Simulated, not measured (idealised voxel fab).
A process module follows: voxel ribs on slabs.
Square cells of 5 nm make up the cross-section cut, whose width is 290 nm.
In this document a cross-section is written as a grid of square cells. It is given as a series of bands, listed from the top down, and a band is one or more rows of cells.
Per band: top height and bottom height in nm, followed by the left-to-right materials and their widths in nm; "edge to edge" marks a single material spanning edge to edge, "air" marks empty space.
We count height from 0. Below that, the starting wafer is all one material. The lowest band never ends at the bottom but goes on down; see "0 down" for how that is written.
The expression "30->40" gives the width at the extremes of the band, the first number at its top row of cells and the second at its bottom row, with the width changing by equal amounts from each row to the next in between.
"left unchanged" -> step changed no cross-section cell.
Empty spaces counting at least 8 cells and having no open way to the top are listed in "Closed cavities". The notation width x height at distance is used for each, the distance being from the left edge and all three values in nm.
Where a step's line continues beyond its settings, the continuation is a remark by the simulator itself on that step.
overlay nm: step with mask; distance mask lay right of planned place; negative value = left of planned place.
## So here's the lineup of process steps we planned
1) RECEIVE: material Si
2) DIRECTIONAL_DEP: material SiO2, thk nm 20
3) DIRECTIONAL_DEP: material polySi, thk nm 15
4) MASKED_ETCH: tone cover, mask id RIB, width nm 25, etch materials polySi, depth nm 5, overlay nm 0
5) DIRECTIONAL_DEP: material aC, thk nm 10
6) PATTERN: tone cover, mask id SLAB, material resist, width nm 75, thk nm 25, overlay nm 0
7) DIRECTIONAL_ETCH: etch materials aC, depth nm 10
8) STRIP: etch materials resist
9) DIRECTIONAL_ETCH: etch materials polySi, depth nm 10
10) STRIP: etch materials aC
11) FILL_DEP: material SiO2, thk nm 20
12) CMP: height nm 45
13) DIRECTIONAL_DEP: material TiN, thk nm 5
14) DIRECTIONAL_DEP: material aC, thk nm 15
15) PATTERN: tone cover, mask id HEATER, material resist, width nm 35, thk nm 35, overlay nm 0
16) DIRECTIONAL_ETCH: etch materials aC, depth nm 15
17) STRIP: etch materials resist
18) DIRECTIONAL_ETCH: etch materials TiN, depth nm 5
19) STRIP: etch materials aC
20) CONFORMAL_DEP: material SiO2, thk nm 5
## The first of two wafers, run as planned
## Cross-section of the wafer at receipt, which is the condition after step 1
	0 down = Si edge to edge
	Closed cavities: none
## Step 2 done - wafer cross-section
	20 to 0 = SiO2 edge to edge
	Whatever lies below 0 is exactly as it was before.
## Step 3 done - wafer cross-section
	35 to 20 = polySi edge to edge
	Whatever lies below 20 is exactly as it was before.
## Step 4 done - wafer cross-section
	35 to 30 = air 130 nm, then polySi 25 nm, then air 135 nm
	Whatever lies below 30 is exactly as it was before.
## Step 5 done - wafer cross-section
	45 to 40 = air 130 nm, then aC 25 nm, then air 135 nm
	40 to 35 = aC edge to edge
	35 to 30 = aC 130 nm, then polySi 25 nm, then aC 135 nm
	Whatever lies below 30 is exactly as it was before.
## Step 6 done - wafer cross-section
	70 to 45 = air 105 nm, then resist 75 nm, then air 110 nm
	45 to 40 = air 105 nm, then resist 25 nm, then aC 25 nm, then resist 25 nm, then air 110 nm
	Whatever lies below 40 is exactly as it was before.
## Step 7 done - wafer cross-section
	60 to 45 = air 105 nm, then resist 75 nm, then air 110 nm
	45 to 40 = air 105 nm, then resist 25 nm, then aC 25 nm, then resist 25 nm, then air 110 nm
	40 to 35 = air 105 nm, then aC 75 nm, then air 110 nm
	35 to 30 = air 105 nm, then aC 25 nm, then polySi 25 nm, then aC 25 nm, then air 110 nm
	Whatever lies below 30 is exactly as it was before.
## Step 8 done - wafer cross-section
	45 to 35 = air 130->105 nm, then aC 25->75 nm, then air 135->110 nm
	Whatever lies below 35 is exactly as it was before.
## Step 9 done - wafer cross-section
	45 to 35 = air 130->105 nm, then aC 25->75 nm, then air 135->110 nm
	35 to 30 = air 105 nm, then aC 25 nm, then polySi 25 nm, then aC 25 nm, then air 110 nm
	30 to 20 = air 105 nm, then polySi 75 nm, then air 110 nm
	Whatever lies below 20 is exactly as it was before.
## Step 10 done - wafer cross-section
	35 to 30 = air 130 nm, then polySi 25 nm, then air 135 nm
	Whatever lies below 30 is exactly as it was before.
## Step 11 done - wafer cross-section
	55 to 35 = SiO2 edge to edge
	35 to 30 = SiO2 130 nm, then polySi 25 nm, then SiO2 135 nm
	30 to 20 = SiO2 105 nm, then polySi 75 nm, then SiO2 110 nm
	Whatever lies below 20 is exactly as it was before.
## Step 12 done - wafer cross-section
	45 to 35 = SiO2 edge to edge
	Whatever lies below 35 is exactly as it was before.
## Step 13 done - wafer cross-section
	50 to 45 = TiN edge to edge
	Whatever lies below 45 is exactly as it was before.
## Step 14 done - wafer cross-section
	65 to 50 = aC edge to edge
	Whatever lies below 50 is exactly as it was before.
## Step 15 done - wafer cross-section
	100 to 65 = air 125 nm, then resist 35 nm, then air 130 nm
	Whatever lies below 65 is exactly as it was before.
## Step 16 done - wafer cross-section
	85 to 65 = air 125 nm, then resist 35 nm, then air 130 nm
	65 to 50 = air 125 nm, then aC 35 nm, then air 130 nm
	Whatever lies below 50 is exactly as it was before.
## Step 17 done - wafer cross-section
	65 to 50 = air 125 nm, then aC 35 nm, then air 130 nm
	Whatever lies below 50 is exactly as it was before.
## Step 18 done - wafer cross-section
	65 to 50 = air 125 nm, then aC 35 nm, then air 130 nm
	50 to 45 = air 125 nm, then TiN 35 nm, then air 130 nm
	Whatever lies below 45 is exactly as it was before.
## Step 19 done - wafer cross-section
	50 to 45 = air 125 nm, then TiN 35 nm, then air 130 nm
	Whatever lies below 45 is exactly as it was before.
## Step 20 done - wafer cross-section
	55 to 50 = air 120 nm, then SiO2 45 nm, then air 125 nm
	50 to 45 = SiO2 125 nm, then TiN 35 nm, then SiO2 130 nm
	Whatever lies below 45 is exactly as it was before.
## Regarding the second of the two wafers: it shared the first wafer's starting condition and process plan, yet one error occurred during its execution. Its history coincides with that of the first wafer up to and including step 1
## X-section, second wafer, when step 2 was due to finish
	30 to 0 = SiO2 edge to edge
	Whatever lies below 0 is exactly as it was before.
## X-section, second wafer, when step 3 was due to finish
	45 to 30 = polySi edge to edge
	Whatever lies below 30 is exactly as it was before.
## X-section, second wafer, when step 4 was due to finish
	45 to 40 = air 130 nm, then polySi 25 nm, then air 135 nm
	Whatever lies below 40 is exactly as it was before.
## X-section, second wafer, when step 5 was due to finish
	55 to 50 = air 130 nm, then aC 25 nm, then air 135 nm
	50 to 45 = aC edge to edge
	45 to 40 = aC 130 nm, then polySi 25 nm, then aC 135 nm
	Whatever lies below 40 is exactly as it was before.
## X-section, second wafer, when step 6 was due to finish
	80 to 55 = air 105 nm, then resist 75 nm, then air 110 nm
	55 to 50 = air 105 nm, then resist 25 nm, then aC 25 nm, then resist 25 nm, then air 110 nm
	Whatever lies below 50 is exactly as it was before.
## X-section, second wafer, when step 7 was due to finish
	70 to 55 = air 105 nm, then resist 75 nm, then air 110 nm
	55 to 50 = air 105 nm, then resist 25 nm, then aC 25 nm, then resist 25 nm, then air 110 nm
	50 to 45 = air 105 nm, then aC 75 nm, then air 110 nm
	45 to 40 = air 105 nm, then aC 25 nm, then polySi 25 nm, then aC 25 nm, then air 110 nm
	Whatever lies below 40 is exactly as it was before.
## X-section, second wafer, when step 8 was due to finish
	55 to 45 = air 130->105 nm, then aC 25->75 nm, then air 135->110 nm
	Whatever lies below 45 is exactly as it was before.
## X-section, second wafer, when step 9 was due to finish
	55 to 45 = air 130->105 nm, then aC 25->75 nm, then air 135->110 nm
	45 to 40 = air 105 nm, then aC 25 nm, then polySi 25 nm, then aC 25 nm, then air 110 nm
	40 to 30 = air 105 nm, then polySi 75 nm, then air 110 nm
	Whatever lies below 30 is exactly as it was before.
## X-section, second wafer, when step 10 was due to finish
	45 to 40 = air 130 nm, then polySi 25 nm, then air 135 nm
	Whatever lies below 40 is exactly as it was before.
## X-section, second wafer, when step 11 was due to finish
	65 to 45 = SiO2 edge to edge
	45 to 40 = SiO2 130 nm, then polySi 25 nm, then SiO2 135 nm
	40 to 30 = SiO2 105 nm, then polySi 75 nm, then SiO2 110 nm
	Whatever lies below 30 is exactly as it was before.
## X-section, second wafer, when step 12 was due to finish
	45 to 40 = SiO2 130 nm, then polySi 25 nm, then SiO2 135 nm
	Whatever lies below 40 is exactly as it was before.
## X-section, second wafer, when step 13 was due to finish
	50 to 45 = TiN edge to edge
	Whatever lies below 45 is exactly as it was before.
## X-section, second wafer, when step 14 was due to finish
	65 to 50 = aC edge to edge
	Whatever lies below 50 is exactly as it was before.
## X-section, second wafer, when step 15 was due to finish
	100 to 65 = air 125 nm, then resist 35 nm, then air 130 nm
	Whatever lies below 65 is exactly as it was before.
## X-section, second wafer, when step 16 was due to finish
	85 to 65 = air 125 nm, then resist 35 nm, then air 130 nm
	65 to 50 = air 125 nm, then aC 35 nm, then air 130 nm
	Whatever lies below 50 is exactly as it was before.
## X-section, second wafer, when step 17 was due to finish
	65 to 50 = air 125 nm, then aC 35 nm, then air 130 nm
	Whatever lies below 50 is exactly as it was before.
## X-section, second wafer, when step 18 was due to finish
	65 to 50 = air 125 nm, then aC 35 nm, then air 130 nm
	50 to 45 = air 125 nm, then TiN 35 nm, then air 130 nm
	Whatever lies below 45 is exactly as it was before.
## X-section, second wafer, when step 19 was due to finish
	50 to 45 = air 125 nm, then TiN 35 nm, then air 130 nm
	Whatever lies below 45 is exactly as it was before.
## X-section, second wafer, when step 20 was due to finish
	55 to 50 = air 120 nm, then SiO2 45 nm, then air 125 nm
	50 to 45 = SiO2 125 nm, then TiN 35 nm, then SiO2 130 nm
	Whatever lies below 45 is exactly as it was before.
What was the processing mistake? step 2 ran as: DIRECTIONAL_DEP: material SiO2, thk nm 30
The concluding comparison shows that, measured in cells, each material is equally abundant on both wafers, albeit at different positions.
